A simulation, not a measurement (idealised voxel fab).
Process module, titled voxel released beams
For reference, the cross-section in this document is cut, with width 225 nm and square cells of 5 nm.
Cross-section format: a grid of square cells, given as bands from top to bottom; each band is one or more rows of cells. Each band's line starts with the height of the band's top and of its bottom, in nm. Then come its materials from left to right, each with its width in nm. One material with "edge to edge" fills the band from edge to edge. "empty" is empty space. The reference from which all heights are counted is 0, the level beneath which the as-received wafer is entirely one material; the lowest band, having no lower bound, proceeds downward and is written after the example "0 -> down". Note: "30..40" means the width goes from the first number (top row of the band) to the second number (bottom row) in equal steps per row of cells. For the purposes of this document, the phrase "no modification" attached to a step denotes that no cell within the cross-section was modified by that step. "Fully sealed cavities" contains a list of empty spaces, each no smaller than 8 cells and without an open way to the top, written in the form width x height at distance with the distance from the left edge and all three in nm. Whatever follows a step's settings on its line is a remark the simulator itself makes about that step. If you see "overlay nm" on a step's line and that step has a mask, it's telling you how far right of where it was planned the mask ended up; a negative number means it went left instead.

This section lists the process steps that were planned:
| 1 | RECEIVE (material Si) |
| 2 | CONFORMAL_DEP (material Al2O3; thk nm 10) |
| 3 | DIRECTIONAL_DEP (material SiO2; thk nm 15) |
| 4 | MASKED_ETCH (tone open; mask id ANCHOR; width nm 45; etch materials SiO2; depth nm 15; overlay nm 0) |
| 5 | CONFORMAL_DEP (material polySi; thk nm 15) |
| 6 | MASKED_ETCH (tone cover; mask id BEAM; width nm 100; etch materials polySi; depth nm 15; overlay nm -15) |
| 7 | STRIP (etch materials SiO2) |
The wafers in this document start out alike and differ in the overlay nm applied at step 6; the plan shows the value used for the first wafer.

Cross-sectional view of the first of several wafers in the as-received condition, corresponding to the state following step 1:
- 0 -> down | Si edge to edge
- Fully sealed cavities: none

Every row in this table is a wafer at the end of the module, and it gives, for each of the materials, the cells that wafer has gained (+) or lost (-) since it was received, then its closed voids:
overlay nm -15 | +90 Al2O3 | +78 polySi | Fully sealed cavities: none
overlay nm -10 | +90 Al2O3 | +78 polySi | Fully sealed cavities: none
overlay nm -5 | +90 Al2O3 | +78 polySi | Fully sealed cavities: none
overlay nm 0 | +90 Al2O3 | +78 polySi | Fully sealed cavities: none
overlay nm 5 | +90 Al2O3 | +78 polySi | Fully sealed cavities: none
overlay nm 10 | +90 Al2O3 | +78 polySi | Fully sealed cavities: none
overlay nm 15 | +90 Al2O3 | +78 polySi | Fully sealed cavities: none
